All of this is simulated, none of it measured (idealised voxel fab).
The process module presented herein is designated voxel quadruple lines.
The cross-section shown here is cut; it is 280 nm wide and divided into square cells measuring 5 nm on a side.
A cross-section is written here as square cells arranged in a grid, and it is given in bands from the top down, each band taking up one or more rows of cells. The entry gives the band's vertical extent as a top height and a bottom height in nm, then its horizontal make-up as materials from left to right, each with a width in nm. "air" stands for empty space; a single material marked "everywhere" fills the band edge to edge. Beneath 0, the wafer as received is one material, and that level is where height counting begins. The lowest band goes on downward without a bottom; it is written like "0 nm and below". Width "30..40": first value at the band's top row of cells, second value at its bottom row, equal change from row to row. A step reported as "no change" is a step in which no cell of the cross-section changed. Each empty space that has no open way to the top and spans at least 8 cells appears under "Completely sealed voids" as width x height at distance, the distance counted from the left edge, all in nm. Whatever follows a step's settings on its line is a remark the simulator itself makes about that step. overlay nm: right-of-plan distance of the mask on a masked step; negative values mean left-of-plan. Read each pair as before and after one process step. The after cross-section shows only down to the lowest band that changed. The step between them and its settings are given below the pair. Pairs can come from different runs of this module on the same starting wafer. A pair continues from the pair above only where its "State before" entry says so.

State before
- 65 nm to 45 nm = air (125)  SiO2 (10)  air (30)  SiO2 (10)  air (105)
- 45 nm to 25 nm = air (125)  polySi (10)  air (30)  polySi (10)  air (105)
- 25 nm to 10 nm = W everywhere
- 10 nm to 0 nm = SiO2 everywhere
- 0 nm and below = Si everywhere
- Completely sealed voids: none

Section After Processing
- 45 nm to 25 nm = air (125)  polySi (10)  air (30)  polySi (10)  air (105)
- Lower than 25, everything is as it was.
- Completely sealed voids: none
It is this step that lies between the two cross-sections above: STRIP (etch materials SiO2)

State before: this step begins from the cross-section that the pair just above shows after its step.

Section After Processing
- 55 nm to 45 nm = air (115)  SiN (30)  air (10)  SiN (30)  air (95)
- 45 nm to 35 nm = air (115)  SiN (10)  polySi (10)  SiN (10)  air (10)  SiN (10)  polySi (10)  SiN (10)  air (95)
- 35 nm to 25 nm = SiN (125)  polySi (10)  SiN (30)  polySi (10)  SiN (105)
- Lower than 25, everything is as it was.
- Completely sealed voids: none
It is this step that lies between the two cross-sections above: CONFORMAL_DEP (material SiN; thk nm 10)

State before: this step begins from the cross-section that the pair just above shows after its step.

Section After Processing
- 45 nm to 25 nm = air (115)  SiN (10)  polySi (10)  SiN (10)  air (10)  SiN (10)  polySi (10)  SiN (10)  air (95)
- Lower than 25, everything is as it was.
- Completely sealed voids: none
It is this step that lies between the two cross-sections above: DIRECTIONAL_ETCH (etch materials SiN; depth nm 10)

State before: this step begins from the cross-section that the pair just above shows after its step.

Section After Processing
- 45 nm to 25 nm = air (115)  SiN (10)  air (10)  SiN (10)  air (10)  SiN (10)  air (10)  SiN (10)  air (95)
- Lower than 25, everything is as it was.
- Completely sealed voids: none
It is this step that lies between the two cross-sections above: STRIP (etch materials polySi)

State before: this step begins from the cross-section that the pair just above shows after its step.

Section After Processing
- 45 nm to 25 nm = air (115)  SiN (10)  air (10)  SiN (10)  air (10)  SiN (10)  air (10)  SiN (10)  air (95)
- 25 nm to 10 nm = air (115)  W (10)  air (10)  W (10)  air (10)  W (10)  air (10)  W (10)  air (95)
- Lower than 10, everything is as it was.
- Completely sealed voids: none
It is this step that lies between the two cross-sections above: DIRECTIONAL_ETCH (etch materials W; depth nm 15)

State before: this step begins from the cross-section that the pair just above shows after its step.

Section After Processing
- 25 nm to 10 nm = air (115)  W (10)  air (10)  W (10)  air (10)  W (10)  air (10)  W (10)  air (95)
- Lower than 10, everything is as it was.
- Completely sealed voids: none
It is this step that lies between the two cross-sections above: STRIP (etch materials SiN)

State before
- 45 nm to 25 nm = polySi everywhere
- 25 nm to 10 nm = W everywhere
- 10 nm to 0 nm = SiO2 everywhere
- 0 nm and below = Si everywhere
- Completely sealed voids: none

Section After Processing
- 65 nm to 45 nm = W everywhere
- Lower than 45, everything is as it was.
- Completely sealed voids: none
It is this step that lies between the two cross-sections above: DIRECTIONAL_DEP (material W; thk nm 20)

State before: this step begins from the cross-section that the pair just above shows after its step.

Section After Processing
- 90 nm to 65 nm = air (125)  resist (30)  air (125)
- Lower than 65, everything is as it was.
- Completely sealed voids: none
It is this step that lies between the two cross-sections above: PATTERN (tone cover; mask id MANDREL; material resist; width nm 30; thk nm 25; overlay nm 0)

State before: this step begins from the cross-section that the pair just above shows after its step.

Section After Processing
- 70 nm to 65 nm = air (125)  resist (30)  air (125)
- Lower than 65, everything is as it was.
- Completely sealed voids: none
It is this step that lies between the two cross-sections above: DIRECTIONAL_ETCH (etch materials aC; depth nm 20)

State before: this step begins from the cross-section that the pair just above shows after its step.

Section After Processing
- 65 nm to 45 nm = W everywhere
- Lower than 45, everything is as it was.
- Completely sealed voids: none
It is this step that lies between the two cross-sections above: STRIP (etch materials resist)

State before: this step begins from the cross-section that the pair just above shows after its step.

Section After Processing
- 75 nm to 65 nm = SiO2 everywhere
- Lower than 65, everything is as it was.
- Completely sealed voids: none
It is this step that lies between the two cross-sections above: CONFORMAL_DEP (material SiO2; thk nm 10)

State before: this step begins from the cross-section that the pair just above shows after its step.

Section After Processing
- 65 nm to 45 nm = W everywhere
- Lower than 45, everything is as it was.
- Completely sealed voids: none
It is this step that lies between the two cross-sections above: DIRECTIONAL_ETCH (etch materials SiO2; depth nm 10)

State before: this step begins from the cross-section that the pair just above shows after its step.

Section After Processing
- 75 nm to 65 nm = SiN everywhere
- Lower than 65, everything is as it was.
- Completely sealed voids: none
It is this step that lies between the two cross-sections above: CONFORMAL_DEP (material SiN; thk nm 10)

State before: this step begins from the cross-section that the pair just above shows after its step.

Section After Processing
- 65 nm to 45 nm = W everywhere
- Lower than 45, everything is as it was.
- Completely sealed voids: none
It is this step that lies between the two cross-sections above: DIRECTIONAL_ETCH (etch materials SiN; depth nm 10)

State before: this step begins from the cross-section that the pair just above shows after its step.

Section After Processing
- 50 nm to 45 nm = W everywhere
- Lower than 45, everything is as it was.
- Completely sealed voids: none
It is this step that lies between the two cross-sections above: DIRECTIONAL_ETCH (etch materials W; depth nm 15)

State before
- 65 nm to 45 nm = aC everywhere
- 45 nm to 25 nm = polySi everywhere
- 25 nm to 10 nm = W everywhere
- 10 nm to 0 nm = SiO2 everywhere
- 0 nm and below = Si everywhere
- Completely sealed voids: none

Section After Processing
- 90 nm to 65 nm = resist (125)  air (30)  resist (125)
- Lower than 65, everything is as it was.
- Completely sealed voids: none
It is this step that lies between the two cross-sections above: PATTERN (tone open; mask id MANDREL; material resist; width nm 30; thk nm 25; overlay nm 0)

State before: this step begins from the cross-section that the pair just above shows after its step.

Section After Processing
- 70 nm to 65 nm = resist (125)  air (30)  resist (125)
- 65 nm to 45 nm = aC (125)  air (30)  aC (125)
- Lower than 45, everything is as it was.
- Completely sealed voids: none
It is this step that lies between the two cross-sections above: DIRECTIONAL_ETCH (etch materials aC; depth nm 20)

State before: this step begins from the cross-section that the pair just above shows after its step.

Section After Processing
- 65 nm to 45 nm = aC (125)  air (30)  aC (125)
- Lower than 45, everything is as it was.
- Completely sealed voids: none
It is this step that lies between the two cross-sections above: STRIP (etch materials resist)

State before: this step begins from the cross-section that the pair just above shows after its step.

Section After Processing
- 75 nm to 65 nm = SiO2 (135)  air (10)  SiO2 (135)
- 65 nm to 55 nm = aC (125)  SiO2 (10)  air (10)  SiO2 (10)  aC (125)
- 55 nm to 45 nm = aC (125)  SiO2 (30)  aC (125)
- Lower than 45, everything is as it was.
- Completely sealed voids: none
It is this step that lies between the two cross-sections above: CONFORMAL_DEP (material SiO2; thk nm 10)

State before: this step begins from the cross-section that the pair just above shows after its step.

Section After Processing
- 65 nm to 45 nm = aC (125)  SiO2 (10)  air (10)  SiO2 (10)  aC (125)
- Lower than 45, everything is as it was.
- Completely sealed voids: none
It is this step that lies between the two cross-sections above: DIRECTIONAL_ETCH (etch materials SiO2; depth nm 10)

State before: this step begins from the cross-section that the pair just above shows after its step.

Section After Processing
- 65 nm to 45 nm = air (125)  SiO2 (10)  air (10)  SiO2 (10)  air (125)
- Lower than 45, everything is as it was.
- Completely sealed voids: none
It is this step that lies between the two cross-sections above: STRIP (etch materials aC)

State before: this step begins from the cross-section that the pair just above shows after its step.

Section After Processing
- 65 nm to 45 nm = air (125)  SiO2 (10)  air (10)  SiO2 (10)  air (125)
- 45 nm to 25 nm = air (125)  polySi (10)  air (10)  polySi (10)  air (125)
- Lower than 25, everything is as it was.
- Completely sealed voids: none
It is this step that lies between the two cross-sections above: DIRECTIONAL_ETCH (etch materials polySi; depth nm 20)

State before: this step begins from the cross-section that the pair just above shows after its step.

Section After Processing
- 45 nm to 25 nm = air (125)  polySi (10)  air (10)  polySi (10)  air (125)
- Lower than 25, everything is as it was.
- Completely sealed voids: none
It is this step that lies between the two cross-sections above: STRIP (etch materials SiO2)

State before: this step begins from the cross-section that the pair just above shows after its step.

Section After Processing
- 55 nm to 45 nm = air (115)  SiN (50)  air (115)
- 45 nm to 35 nm = air (115)  SiN (10)  polySi (10)  SiN (10)  polySi (10)  SiN (10)  air (115)
- 35 nm to 25 nm = SiN (125)  polySi (10)  SiN (10)  polySi (10)  SiN (125)
- Lower than 25, everything is as it was.
- Completely sealed voids: none
It is this step that lies between the two cross-sections above: CONFORMAL_DEP (material SiN; thk nm 10)

State before: this step begins from the cross-section that the pair just above shows after its step.

Section After Processing
- 45 nm to 25 nm = air (115)  SiN (10)  polySi (10)  SiN (10)  polySi (10)  SiN (10)  air (115)
- Lower than 25, everything is as it was.
- Completely sealed voids: none
It is this step that lies between the two cross-sections above: DIRECTIONAL_ETCH (etch materials SiN; depth nm 10)

State before: this step begins from the cross-section that the pair just above shows after its step.

Section After Processing
- 45 nm to 25 nm = air (115)  SiN (10)  air (10)  SiN (10)  air (10)  SiN (10)  air (115)
- Lower than 25, everything is as it was.
- Completely sealed voids: none
It is this step that lies between the two cross-sections above: STRIP (etch materials polySi)

State before: this step begins from the cross-section that the pair just above shows after its step.

Section After Processing
- 45 nm to 25 nm = air (115)  SiN (10)  air (10)  SiN (10)  air (10)  SiN (10)  air (115)
- 25 nm to 10 nm = air (115)  W (10)  air (10)  W (10)  air (10)  W (10)  air (115)
- Lower than 10, everything is as it was.
- Completely sealed voids: none
It is this step that lies between the two cross-sections above: DIRECTIONAL_ETCH (etch materials W; depth nm 15)

State before: this step begins from the cross-section that the pair just above shows after its step.

Section After Processing
- 25 nm to 10 nm = air (115)  W (10)  air (10)  W (10)  air (10)  W (10)  air (115)
- Lower than 10, everything is as it was.
- Completely sealed voids: none
It is this step that lies between the two cross-sections above: STRIP (etch materials SiN)
